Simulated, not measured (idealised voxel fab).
Proc. module: voxel ribs on slabs
Displayed cross-section: cut, width of 195 nm, square cells sized 5 nm.
Reading order for cross-sections: top band down to bottom band. Underlying form: a grid of square cells. Band size: one or more rows of cells. Heads up on the band format: heights come first, top then bottom, in nm. After that it's the materials left to right, each with its width in nm. A single material flagged "everywhere" fills the whole band edge to edge, and "air" means there's empty space there. Convention: height 0 is the level below which the wafer, as received, is all one material. The lowest band does not terminate at the bottom but continues downward, represented as "from 0 down". Width spec "30 to 40" -> top row of cells at first value, bottom row at second value, equal per-row change in between. What does "all unchanged" mean for a step? It means no cell of the cross-section changed in that step. What "Voids, enclosed" gives you is every empty space of 8 cells or more that is cut off from the top. Each appears as width x height at distance, with the distance taken from the left edge and width, height and distance all in nm. Step line, after settings: the simulator's comment on this step. The setting "overlay nm" may be written on the line of a step. When the step uses a mask, the value reports how far to the right of the planned place the mask lay, and a negative value reports that it lay to the left.

Planned process steps
1,RECEIVE: material Si
2,DIRECTIONAL_DEP: material SiO2, thk nm 30
3,DIRECTIONAL_DEP: material SiN, thk nm 25
4,PATTERN: tone cover, mask id RIB, material resist, width nm 30, thk nm 15, overlay nm 0
5,DIRECTIONAL_ETCH: etch materials SiN, depth nm 15
6,STRIP: etch materials resist
7,DIRECTIONAL_DEP: material aC, thk nm 10
8,PATTERN: tone cover, mask id SLAB, material resist, width nm 70, thk nm 25, overlay nm 0
9,DIRECTIONAL_ETCH: etch materials aC, depth nm 10
10,STRIP: etch materials resist
11,DIRECTIONAL_ETCH: etch materials SiN, depth nm 10
12,STRIP: etch materials aC
13,FILL_DEP: material SiO2, thk nm 25
14,CMP: height nm 70
15,DIRECTIONAL_DEP: material W, thk nm 10
16,DIRECTIONAL_DEP: material aC, thk nm 15
17,PATTERN: tone cover, mask id HEATER, material resist, width nm 40, thk nm 35, overlay nm 0
18,DIRECTIONAL_ETCH: etch materials aC, depth nm 15
19,STRIP: etch materials resist
20,DIRECTIONAL_ETCH: etch materials W, depth nm 10
21,STRIP: etch materials aC
22,CONFORMAL_DEP: material SiO2, thk nm 10

Cross-section: wafer on arrival = after step 1
    from 0 down  Si everywhere
    Voids, enclosed: none

The first of two wafers, cross-sectioned at the end of the module, with the run proceeding as planned
    from 90 to 80  air (65), then SiO2 (60), then air (70)
    from 80 to 70  SiO2 (75), then W (40), then SiO2 (80)
    from 70 to 55  SiO2 everywhere
    from 55 to 40  SiO2 (80), then SiN (30), then SiO2 (85)
    from 40 to 30  SiO2 (60), then SiN (70), then SiO2 (65)
    from 30 to 0  SiO2 everywhere
    from 0 down  Si everywhere
    Voids, enclosed: none

So this is wafer number two of the two, cut at the end of the module - it started where the first did and had the same plan, we just got one thing wrong running it
    from 90 to 80  air (65), then SiO2 (60), then air (70)
    from 80 to 70  SiO2 (75), then W (40), then SiO2 (80)
    from 70 to 55  SiO2 everywhere
    from 55 to 45  SiO2 (80), then SiN (30), then SiO2 (85)
    from 45 to 35  SiO2 (60), then SiN (70), then SiO2 (65)
    from 35 to 30  SiN everywhere
    from 30 to 0  SiO2 everywhere
    from 0 down  Si everywhere
    Voids, enclosed: none
Want to know what went wrong? step 5 off recipe, ran as DIRECTIONAL_ETCH: etch materials SiN, depth nm 10
Heads up, by the end the second wafer has more or fewer cells of some materials compared to the first: 33 more of SiN; 33 fewer of SiO2
